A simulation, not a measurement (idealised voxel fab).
Process module in this document: voxel self aligned vias
The width of the displayed cross-section, cut, is 220 nm; its cells are square, with a size of 5 nm.
Bands, listed from the top down, are how a cross-section gets written in this document; the cross-section itself is a grid of square cells, and a band is one or more rows of them. Band entry format. Leading values: height of top, height of bottom, nm. Remainder: materials in left-to-right order, each with its width in nm. Special words: "all across" on a single material, which then fills the band edge to edge; "blank", empty space. Measure heights from 0. That's the level where, below it, the as-received wafer is all one material. The lowest band is bottomless and extends downward; write it as in "0 nm and below". The width entry "30->40" should be interpreted row by row: the top row of cells in the band takes the first number, the bottom row takes the second number, and the change between adjacent rows is uniform throughout. It should be understood that the words "same as before", when stated for a given step, signify that the cross-section underwent no change in any of its cells during that step. Closed void entries: empty space of 8 cells or more with no open way to the top, each as width x height at its distance from the left edge, in nm. Note: text after step settings on the step line = simulator remark on that step. overlay nm: step with mask; distance mask lay right of planned place; negative value = left of planned place.

Planned process steps
1. op RECEIVE | material Si
2. op CONFORMAL_DEP | material SiO2 | thk nm 10
3. op CONFORMAL_DEP | material SiCN | thk nm 5
4. op DIRECTIONAL_DEP | material SiO2 | thk nm 20
5. op MASKED_ETCH | tone open | mask id LINES | width nm 25 | pitch nm 65 | etch materials SiO2 | depth nm 20 | overlay nm 0
6. op CONFORMAL_DEP | material TiN | thk nm 5
7. op FILL_DEP | material W | thk nm 10
8. op CMP | height nm 35
9. op SELECTIVE_ETCH | etch materials W Ru TiN | depth nm 5
10. op FILL_DEP | material SiN | thk nm 5
11. op CMP | height nm 35
12. op DIRECTIONAL_DEP | material SiO2 | thk nm 15
13. op MASKED_ETCH | tone open | mask id VIAS | width nm 35 | etch materials SiO2 | depth nm 15 | overlay nm 0
14. op MASKED_ETCH | tone open | mask id VIAS | width nm 35 | etch materials SiN | depth nm 5 | overlay nm 0
15. op CONFORMAL_DEP | material TiN | thk nm 5
16. op FILL_DEP | material Cu | thk nm 5
17. op CMP | height nm 50
18. op CONFORMAL_DEP | material SiCN | thk nm 5

First wafer out of two, processed as planned

Cross-section of the wafer as it came to us, i.e., already through step 1
> 0 nm and below: Si all across
> Closed void entries: none

Wafer xsec, post step 2
> 10 nm to 0 nm: SiO2 all across
> Beneath the level 0, the cross-section is identical to its previous state.

Wafer xsec, post step 3
> 15 nm to 10 nm: SiCN all across
> Beneath the level 10, the cross-section is identical to its previous state.

Wafer xsec, post step 4
> 35 nm to 15 nm: SiO2 all across
> Beneath the level 15, the cross-section is identical to its previous state.

Wafer xsec, post step 5
> 35 nm to 15 nm: 65 SiO2  25 blank  40 SiO2  25 blank  65 SiO2
> Beneath the level 15, the cross-section is identical to its previous state.

Wafer xsec, post step 6
> 40 nm to 35 nm: 70 TiN  15 blank  50 TiN  15 blank  70 TiN
> 35 nm to 20 nm: 65 SiO2  5 TiN  15 blank  5 TiN  40 SiO2  5 TiN  15 blank  5 TiN  65 SiO2
> 20 nm to 15 nm: 65 SiO2  25 TiN  40 SiO2  25 TiN  65 SiO2
> Beneath the level 15, the cross-section is identical to its previous state.

Wafer xsec, post step 7
> 50 nm to 40 nm: W all across
> 40 nm to 35 nm: 70 TiN  15 W  50 TiN  15 W  70 TiN
> 35 nm to 20 nm: 65 SiO2  5 TiN  15 W  5 TiN  40 SiO2  5 TiN  15 W  5 TiN  65 SiO2
> Beneath the level 20, the cross-section is identical to its previous state.

Wafer xsec, post step 8
> 35 nm to 20 nm: 65 SiO2  5 TiN  15 W  5 TiN  40 SiO2  5 TiN  15 W  5 TiN  65 SiO2
> Beneath the level 20, the cross-section is identical to its previous state.

Wafer xsec, post step 9
> 35 nm to 30 nm: 65 SiO2  25 blank  40 SiO2  25 blank  65 SiO2
> Beneath the level 30, the cross-section is identical to its previous state.

Wafer xsec, post step 10
> 40 nm to 35 nm: SiN all across
> 35 nm to 30 nm: 65 SiO2  25 SiN  40 SiO2  25 SiN  65 SiO2
> Beneath the level 30, the cross-section is identical to its previous state.

Wafer xsec, post step 11
> 35 nm to 30 nm: 65 SiO2  25 SiN  40 SiO2  25 SiN  65 SiO2
> Beneath the level 30, the cross-section is identical to its previous state.

Wafer xsec, post step 12
> 50 nm to 35 nm: SiO2 all across
> Beneath the level 35, the cross-section is identical to its previous state.

Wafer xsec, post step 13
> 50 nm to 35 nm: 60 SiO2  35 blank  125 SiO2
> Beneath the level 35, the cross-section is identical to its previous state.

Wafer xsec, post step 14
> 50 nm to 35 nm: 60 SiO2  35 blank  125 SiO2
> 35 nm to 30 nm: 65 SiO2  25 blank  40 SiO2  25 SiN  65 SiO2
> Beneath the level 30, the cross-section is identical to its previous state.

Wafer xsec, post step 15
> 55 nm to 50 nm: 65 TiN  25 blank  130 TiN
> 50 nm to 40 nm: 60 SiO2  5 TiN  25 blank  5 TiN  125 SiO2
> 40 nm to 35 nm: 60 SiO2  10 TiN  15 blank  10 TiN  125 SiO2
> 35 nm to 30 nm: 65 SiO2  25 TiN  40 SiO2  25 SiN  65 SiO2
> Beneath the level 30, the cross-section is identical to its previous state.

Wafer xsec, post step 16
> 60 nm to 55 nm: Cu all across
> 55 nm to 50 nm: 65 TiN  25 Cu  130 TiN
> 50 nm to 40 nm: 60 SiO2  5 TiN  25 Cu  5 TiN  125 SiO2
> 40 nm to 35 nm: 60 SiO2  10 TiN  15 Cu  10 TiN  125 SiO2
> Beneath the level 35, the cross-section is identical to its previous state.

Wafer xsec, post step 17
> 50 nm to 40 nm: 60 SiO2  5 TiN  25 Cu  5 TiN  125 SiO2
> Beneath the level 40, the cross-section is identical to its previous state.

Wafer xsec, post step 18
> 55 nm to 50 nm: SiCN all across
> Beneath the level 50, the cross-section is identical to its previous state.

Second wafer. Start and plan as for the first. One mistake made in running. Agrees with the first up to and including step 2

Second wafer at the planned finish of step 3, seen in cross-section
> 30 nm to 0 nm: SiO2 all across
> Beneath the level 0, the cross-section is identical to its previous state.

Second wafer at the planned finish of step 4, seen in cross-section
> 35 nm to 30 nm: SiCN all across
> Beneath the level 30, the cross-section is identical to its previous state.

Second wafer at the planned finish of step 5, seen in cross-section: same as before

Second wafer at the planned finish of step 6, seen in cross-section
> 40 nm to 35 nm: TiN all across
> Beneath the level 35, the cross-section is identical to its previous state.

Second wafer at the planned finish of step 7, seen in cross-section
> 50 nm to 40 nm: W all across
> Beneath the level 40, the cross-section is identical to its previous state.

Second wafer at the planned finish of step 8, seen in cross-section
> 35 nm to 30 nm: SiCN all across
> Beneath the level 30, the cross-section is identical to its previous state.

Second wafer at the planned finish of step 9, seen in cross-section: same as before

Second wafer at the planned finish of step 10, seen in cross-section
> 40 nm to 35 nm: SiN all across
> Beneath the level 35, the cross-section is identical to its previous state.

Second wafer at the planned finish of step 11, seen in cross-section
> 35 nm to 30 nm: SiCN all across
> Beneath the level 30, the cross-section is identical to its previous state.

Second wafer at the planned finish of step 12, seen in cross-section
> 50 nm to 35 nm: SiO2 all across
> Beneath the level 35, the cross-section is identical to its previous state.

Second wafer at the planned finish of step 13, seen in cross-section
> 50 nm to 35 nm: 60 SiO2  35 blank  125 SiO2
> Beneath the level 35, the cross-section is identical to its previous state.

Second wafer at the planned finish of step 14, seen in cross-section: same as before

Second wafer at the planned finish of step 15, seen in cross-section
> 55 nm to 50 nm: 65 TiN  25 blank  130 TiN
> 50 nm to 40 nm: 60 SiO2  5 TiN  25 blank  5 TiN  125 SiO2
> 40 nm to 35 nm: 60 SiO2  35 TiN  125 SiO2
> Beneath the level 35, the cross-section is identical to its previous state.

Second wafer at the planned finish of step 16, seen in cross-section
> 60 nm to 55 nm: Cu all across
> 55 nm to 50 nm: 65 TiN  25 Cu  130 TiN
> 50 nm to 40 nm: 60 SiO2  5 TiN  25 Cu  5 TiN  125 SiO2
> Beneath the level 40, the cross-section is identical to its previous state.

Second wafer at the planned finish of step 17, seen in cross-section
> 50 nm to 40 nm: 60 SiO2  5 TiN  25 Cu  5 TiN  125 SiO2
> Beneath the level 40, the cross-section is identical to its previous state.

Second wafer at the planned finish of step 18, seen in cross-section
> 55 nm to 50 nm: SiCN all across
> Beneath the level 50, the cross-section is identical to its previous state.
Short version of what went wrong: plan steps 3 and 4 run swapped
Bottom line after processing is that, in cells, the second wafer is up or down on some materials versus the first: Cu -3; SiN -5; SiO2 +40; TiN -20; W -12
